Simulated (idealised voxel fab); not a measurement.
process module | voxel wiring stack
cross-section cut | 245 nm wide | cells 5 nm
A cross-section is a grid of square cells, given in bands from the top down. A band is one or more rows of cells.
Each band's line starts with the height of the band's top and of its bottom, in nm. Then come its materials from left to right, each with its width in nm. One material with "throughout" fills the band from edge to edge. "air" is empty space.
Height 0 is the level under which the wafer as received is all one material. The lowest band goes on downwards, as in "0 down".
A width such as "30 to 40" changes by the same amount from each row of cells to the next, from the band's top row to its bottom row.
"no change" after a step means that no cell of the cross-section changed.
closed voids: empty space of 8 cells or more with no open way to the top, each as width x height at its distance from the left edge, in nm
after a step's settings: what the simulator itself notes on the step
overlay nm, on a step with a mask: how far to the right of its planned place the mask lay; to the left if negative
plan
1 op RECEIVE | material Si
2 op CONFORMAL_DEP | material SiO2 | thk nm 15
3 op CONFORMAL_DEP | material SiN | thk nm 5
4 op DIRECTIONAL_DEP | material SiO2 | thk nm 20
5 op PATTERN | tone open | mask id METAL_1 | material resist | width nm 30 | pitch nm 50 | thk nm 15 | overlay nm 0
6 op DIRECTIONAL_ETCH | etch materials SiO2 | depth nm 20
7 op DIRECTIONAL_ETCH | etch materials SiN | depth nm 5
8 op STRIP | etch materials resist
9 op CONFORMAL_DEP | material TiN | thk nm 5
10 op FILL_DEP | material W | thk nm 10
11 op CMP | height nm 40
12 op CONFORMAL_DEP | material SiCN | thk nm 5
13 op DIRECTIONAL_DEP | material SiO2 | thk nm 20
14 op DIRECTIONAL_DEP | material aC | thk nm 15
15 op PATTERN | tone open | mask id PLUG_1 | material resist | width nm 15 | pitch nm 50 | thk nm 30 | overlay nm 0
16 op DIRECTIONAL_ETCH | etch materials aC | depth nm 15
17 op STRIP | etch materials resist
18 op DIRECTIONAL_ETCH | etch materials SiO2 | depth nm 20
19 op DIRECTIONAL_ETCH | etch materials SiCN | depth nm 5
20 op STRIP | etch materials aC
21 op CONFORMAL_DEP | material TiN | thk nm 5
22 op FILL_DEP | material Cu | thk nm 5
23 op CMP | height nm 65
24 op DIRECTIONAL_DEP | material TiN | thk nm 5
25 op DIRECTIONAL_DEP | material Ru | thk nm 15
26 op MASKED_ETCH | tone cover | mask id METAL_2 | width nm 30 | pitch nm 50 | etch materials Ru | depth nm 15 | overlay nm 0
27 op MASKED_ETCH | tone cover | mask id METAL_2 | width nm 30 | pitch nm 50 | etch materials TiN | depth nm 5 | overlay nm 0
28 op FILL_DEP | material SiO2 | thk nm 10
29 op CMP | height nm 85
30 op CONFORMAL_DEP | material SiCN | thk nm 5
31 op DIRECTIONAL_DEP | material lowk | thk nm 10
32 op MASKED_ETCH | tone open | mask id PLUG_2 | width nm 15 | pitch nm 50 | etch materials lowk | depth nm 10 | overlay nm 0
33 op MASKED_ETCH | tone open | mask id PLUG_2 | width nm 15 | pitch nm 50 | etch materials SiCN | depth nm 5 | overlay nm 0
34 op EPI | material Ru | thk nm 10
35 op EPI | material Ru | thk nm 5
36 op DIRECTIONAL_DEP | material TiN | thk nm 5
37 op DIRECTIONAL_DEP | material W | thk nm 20
38 op PATTERN | tone cover | mask id METAL_3 | material resist | width nm 30 | pitch nm 50 | thk nm 15 | overlay nm 0
39 op DIRECTIONAL_ETCH | etch materials W | depth nm 20
40 op DIRECTIONAL_ETCH | etch materials TiN | depth nm 5
41 op STRIP | etch materials resist
42 op CONFORMAL_DEP | material SiCN | thk nm 5
43 op FILL_DEP | material SiO2 | thk nm 5
44 op CMP | height nm 125
45 op CONFORMAL_DEP | material SiN | thk nm 5
as received, after step 1
  0 down: Si throughout
  closed voids: none
a wafer at the end: this start, this plan, one mistake
  130 to 125: SiN throughout
  125 to 105: SiO2 50 | SiCN 5 | W 30 | SiCN 5 | SiO2 10 | SiCN 5 | W 30 | SiCN 5 | SiO2 10 | SiCN 5 | W 30 | SiCN 5 | SiO2 55
  105 to 100: SiCN 55 | TiN 30 | SiCN 20 | TiN 30 | SiCN 20 | TiN 30 | SiCN 60
  100 to 90: lowk 55 | Ru 15 | lowk 35 | Ru 15 | lowk 35 | Ru 15 | lowk 75
  90 to 85: SiCN 55 | Ru 15 | SiCN 35 | Ru 15 | SiCN 35 | Ru 15 | SiCN 75
  85 to 70: SiO2 55 | Ru 30 | SiO2 20 | Ru 30 | SiO2 20 | Ru 30 | SiO2 60
  70 to 65: SiO2 55 | TiN 30 | SiO2 20 | TiN 30 | SiO2 20 | TiN 30 | SiO2 60
  65 to 55: SiO2 55 | TiN 5 | Cu 5 | TiN 5 | SiO2 35 | TiN 5 | Cu 5 | TiN 5 | SiO2 35 | TiN 5 | Cu 5 | TiN 5 | SiO2 75
  55 to 50: SiCN 55 | TiN 15 | SiCN 35 | TiN 15 | SiCN 35 | TiN 15 | SiCN 75
  50 to 40: SiCN throughout
  40 to 20: SiO2 55 | TiN 5 | W 20 | TiN 5 | SiO2 20 | TiN 5 | W 20 | TiN 5 | SiO2 20 | TiN 5 | W 20 | TiN 5 | SiO2 60
  20 to 15: SiN 55 | TiN 30 | SiN 20 | TiN 30 | SiN 20 | TiN 30 | SiN 60
  15 to 0: SiO2 throughout
  0 down: Si throughout
  closed voids: none
what went wrong: step 12 ran as: op CONFORMAL_DEP | material SiCN | thk nm 15
